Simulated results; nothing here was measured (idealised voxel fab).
Proc. module: voxel self aligned vias
The figure presents cross-section cut, which has a width of 215 nm and is divided into square cells with an edge length of 5 nm.
The cross-sections in this document take the form of a grid made of square cells. They are written out as bands, in order from top to bottom. Each band consists of one or more rows of cells. Per band: top height and bottom height in nm, followed by the left-to-right materials and their widths in nm; "all across" marks a single material spanning edge to edge, "air" marks empty space. Height 0 is the level under which the wafer as received is all one material. The lowest band goes on downwards, as in "0 -> down". You'd read "30->40" like this: the band's top row of cells is as wide as the first number, its bottom row is as wide as the second, and going down, every row changes width by the same amount as the row before did. Where a step carries "stayed the same", the cross-section came out of it unchanged, cell for cell. Entry "Completely enclosed voids". Content: empty spaces with no open connection to the top, size 8 cells or greater. Each: width x height at distance. Distance: from left edge. Unit: nm. If you see something after the settings on a step's line, that's the simulator's own remark about that step. On any step carrying a mask, the "overlay nm" setting, if present on the step's line, tells how far right of its planned place the mask lay; negative values point to the left.
**Planned step list for the process**
| 1 | RECEIVE [material Si] |
| 2 | CONFORMAL_DEP [material SiO2] [thk nm 10] |
| 3 | CONFORMAL_DEP [material SiCN] [thk nm 5] |
| 4 | DIRECTIONAL_DEP [material SiO2] [thk nm 20] |
| 5 | DIRECTIONAL_DEP [material aC] [thk nm 15] |
| 6 | PATTERN [tone open] [mask id LINES] [material resist] [width nm 20] [pitch nm 60] [thk nm 30] [overlay nm 0] |
| 7 | DIRECTIONAL_ETCH [etch materials aC] [depth nm 15] |
| 8 | STRIP [etch materials resist] |
| 9 | DIRECTIONAL_ETCH [etch materials SiO2] [depth nm 20] |
| 10 | STRIP [etch materials aC] |
| 11 | CONFORMAL_DEP [material TiN] [thk nm 5] |
| 12 | FILL_DEP [material W] [thk nm 10] |
| 13 | CMP [height nm 35] |
| 14 | SELECTIVE_ETCH [etch materials W Ru TiN] [depth nm 10] |
| 15 | FILL_DEP [material SiN] [thk nm 10] |
| 16 | CMP [height nm 35] |
| 17 | DIRECTIONAL_DEP [material SiO2] [thk nm 15] |
| 18 | DIRECTIONAL_DEP [material aC] [thk nm 10] |
| 19 | PATTERN [tone open] [mask id VIAS] [material resist] [width nm 30] [thk nm 30] [overlay nm 0] |
| 20 | DIRECTIONAL_ETCH [etch materials aC] [depth nm 10] |
| 21 | STRIP [etch materials resist] |
| 22 | DIRECTIONAL_ETCH [etch materials SiO2] [depth nm 15] |
| 23 | DIRECTIONAL_ETCH [etch materials SiN] [depth nm 10] |
| 24 | STRIP [etch materials aC] |
| 25 | CONFORMAL_DEP [material TiN] [thk nm 5] |
| 26 | FILL_DEP [material W] [thk nm 5] |
| 27 | CMP [height nm 50] |
| 28 | CONFORMAL_DEP [material SiN] [thk nm 5] |
**Incoming wafer in cross-section (state: after step 1)**
	0 -> down = Si all across
	Completely enclosed voids: none
**End-of-module cross-section of the first of two wafers, processed as planned**
	55 -> 50 = SiN all across
	50 -> 40 = 60 SiO2; 5 TiN; 20 W; 5 TiN; 125 SiO2
	40 -> 35 = 60 SiO2; 10 TiN; 10 W; 10 TiN; 125 SiO2
	35 -> 30 = 65 SiO2; 5 TiN; 10 W; 5 TiN; 40 SiO2; 20 SiN; 70 SiO2
	30 -> 25 = 65 SiO2; 20 TiN; 40 SiO2; 20 SiN; 70 SiO2
	25 -> 20 = 65 SiO2; 5 TiN; 10 W; 5 TiN; 40 SiO2; 5 TiN; 10 W; 5 TiN; 70 SiO2
	20 -> 15 = 65 SiO2; 20 TiN; 40 SiO2; 20 TiN; 70 SiO2
	15 -> 10 = SiCN all across
	10 -> 0 = SiO2 all across
	0 -> down = Si all across
	Completely enclosed voids: none
**This cross-section belongs to the second wafer of two at the end of the module; the start and the plan were shared with the first, and the run included one mistake**
	55 -> 50 = SiN all across
	50 -> 40 = 60 SiO2; 5 TiN; 20 W; 5 TiN; 125 SiO2
	40 -> 35 = 60 SiO2; 10 TiN; 10 W; 10 TiN; 125 SiO2
	35 -> 30 = 65 SiO2; 5 TiN; 10 W; 5 TiN; 40 SiO2; 20 SiN; 70 SiO2
	30 -> 25 = 65 SiO2; 20 TiN; 40 SiO2; 20 SiN; 70 SiO2
	25 -> 20 = 65 SiO2; 5 TiN; 10 W; 5 TiN; 40 SiO2; 5 TiN; 10 W; 5 TiN; 70 SiO2
	20 -> 15 = 65 SiO2; 20 TiN; 40 SiO2; 20 TiN; 70 SiO2
	15 -> 0 = SiO2 all across
	0 -> down = Si all across
	Completely enclosed voids: none
Here's what went sideways: not per plan at step 3, really ran CONFORMAL_DEP [material SiO2] [thk nm 5]
The second wafer ends with more or fewer cells of some materials than the first, per final count: -43 SiCN | +43 SiO2
